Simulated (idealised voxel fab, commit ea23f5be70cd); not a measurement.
Process module heading - voxel trench capacitor
Square cells of 5 nm make up the cross-section cut, whose width is 160 nm.
For the purposes of this document, a cross-section shall be understood as a grid of square cells, specified as bands listed in top-to-bottom order, each band consisting of one or more rows of cells. Basically the band line says how high the top is and how high the bottom is, in nm, and then what's in it from left to right, every material with its width in nm. Empty space shows up as "empty", and if a single material carries "full width" it runs the full band edge to edge. The level at which height equals 0 is the one under which the wafer, as it arrives, is entirely one material. No lower edge exists for the bottom band, which continues downward and is notated as in "0 nm and below". When a width is written as two numbers, as in "30..40", the first number is the width in the top row of cells of the band and the second is the width in its bottom row, and the width changes by the same amount from each row to the next. Take "nothing changed" at face value: in the step it is given for, the cross-section changed in none of its cells. The entry "Closed void roster" lists the empty spaces that cover at least 8 cells and have no open path to the top. Each is written as width x height at distance, where the distance is measured from the left edge and all three values are in nm. What comes after the settings on a step's line is commentary from the simulator itself on that step. If you see "overlay nm" on a step's line and that step has a mask, it's telling you how far right of where it was planned the mask ended up; a negative number means it went left instead.
Listed below are the process steps as planned:
step 1: RECEIVE | material Si
step 2: CONFORMAL_DEP | material SiN | thk nm 10
step 3: PATTERN | tone open | mask id TRENCH | material resist | width nm 25 | pitch nm 40 | thk nm 20 | overlay nm 0
step 4: DIRECTIONAL_ETCH | etch materials SiN | depth nm 10
step 5: DIRECTIONAL_ETCH | etch materials Si | depth nm 25
step 6: STRIP | etch materials resist
step 7: CONFORMAL_DEP | material Al2O3 | thk nm 5
step 8: FILL_DEP | material polySi | thk nm 10
step 9: CMP | height nm 10
The value of depth nm given for step 5 in the plan refers to the first wafer; the wafers vary in this setting and are alike at the start.
After step 1, as received: first of several wafers, cross-section:
    0 nm and below | Si full width
    Closed void roster: none
Once step 9, the last step, is complete, the module is at its end; this is the cross-section of the first of several wafers:
    10 nm to 0 nm | SiN: 45; Al2O3: 5; polySi: 15; Al2O3: 5; SiN: 15; Al2O3: 5; polySi: 15; Al2O3: 5; SiN: 50
    0 nm to -20 nm | Si: 45; Al2O3: 5; polySi: 15; Al2O3: 5; Si: 15; Al2O3: 5; polySi: 15; Al2O3: 5; Si: 50
    -20 nm to -25 nm | Si: 45; Al2O3: 25; Si: 15; Al2O3: 25; Si: 50
    -25 nm and below | Si full width
    Closed void roster: none
Last wafer x-sec, end of module:
    10 nm to 0 nm | SiN: 45; Al2O3: 5; polySi: 15; Al2O3: 5; SiN: 15; Al2O3: 5; polySi: 15; Al2O3: 5; SiN: 50
    0 nm to -45 nm | Si: 45; Al2O3: 5; polySi: 15; Al2O3: 5; Si: 15; Al2O3: 5; polySi: 15; Al2O3: 5; Si: 50
    -45 nm to -50 nm | Si: 45; Al2O3: 25; Si: 15; Al2O3: 25; Si: 50
    -50 nm and below | Si full width
    Closed void roster: none
Basically each wafer gets a line in the table, showing it at the end of the module: material by material, the cells it gained (+) or lost (-) since we got it, then its closed voids:
depth nm 25, +34 Al2O3, -50 Si, +44 SiN, +36 polySi, Closed void roster: none
depth nm 30, +38 Al2O3, -60 Si, +44 SiN, +42 polySi, Closed void roster: none
depth nm 35, +42 Al2O3, -70 Si, +44 SiN, +48 polySi, Closed void roster: none
depth nm 40, +46 Al2O3, -80 Si, +44 SiN, +54 polySi, Closed void roster: none
depth nm 45, +50 Al2O3, -90 Si, +44 SiN, +60 polySi, Closed void roster: none
depth nm 50, +54 Al2O3, -100 Si, +44 SiN, +66 polySi, Closed void roster: none
